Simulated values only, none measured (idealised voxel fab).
Process module heading - voxel fin reveal
Shown is cross-section cut, with a width of 175 nm and square cells of size 5 nm.
Think of the cross-section as a grid of square cells. We describe it in bands, top to bottom, and each band covers one or more rows of those cells. In this notation a band is specified by the heights of its top and bottom, in that order and in nm, after which its materials appear from left to right, each paired with its width in nm. The word "full width" attached to a single material means that material fills the band from edge to edge; the word "empty" stands for empty space. Convention: height 0 is the level below which the wafer, as received, is all one material. The lowest band does not terminate at the bottom but continues downward, represented as "0..down". When a width is written as two numbers, as in "30 to 40", the first number is the width in the top row of cells of the band and the second is the width in its bottom row, and the width changes by the same amount from each row to the next. "remained the same", as given for a step, is the statement that not any cell of the cross-section underwent a change during that step. Any empty space of 8 cells or more lacking an open way to the top shows up in "Sealed void list" as width x height at distance, distance from the left edge, in nm. Heads up: the bit after the settings on a step's line is the simulator's remark on that step. On any step carrying a mask, the "overlay nm" setting, if present on the step's line, tells how far right of its planned place the mask lay; negative values point to the left.
# The process steps that were planned are listed below
- 1: RECEIVE | material Si
- 2: CONFORMAL_DEP | material SiN | thk nm 10
- 3: DIRECTIONAL_DEP | material aC | thk nm 10
- 4: PATTERN | tone cover | mask id FINS | material resist | width nm 15 | pitch nm 45 | thk nm 25 | overlay nm 0
- 5: DIRECTIONAL_ETCH | etch materials aC | depth nm 10
- 6: STRIP | etch materials resist
- 7: DIRECTIONAL_ETCH | etch materials SiN | depth nm 10
- 8: DIRECTIONAL_ETCH | etch materials Si | depth nm 35
- 9: STRIP | etch materials aC
- 10: FILL_DEP | material SiO2 | thk nm 15
- 11: CMP | height nm 10
- 12: SELECTIVE_ETCH | etch materials SiO2 | depth nm 35
- 13: STRIP | etch materials SiN
# Wafer cross-section on receipt, i.e. after step 1
> 0..down = Si full width
> Sealed void list: none
# The cross-section shown corresponds to the wafer at the conclusion of the module. The initial structure and the process plan are those presented above; however, one mistake occurred in executing the plan
> 0..-10 = 35 nm empty | 15 nm Si | 30 nm empty | 15 nm Si | 30 nm empty | 15 nm Si | 35 nm empty
> -10..-35 = 35 nm SiO2 | 15 nm Si | 30 nm SiO2 | 15 nm Si | 30 nm SiO2 | 15 nm Si | 35 nm SiO2
> -35..down = Si full width
> Sealed void list: none
Short version of what went wrong: yeah, step 11 of the plan got skipped, never ran
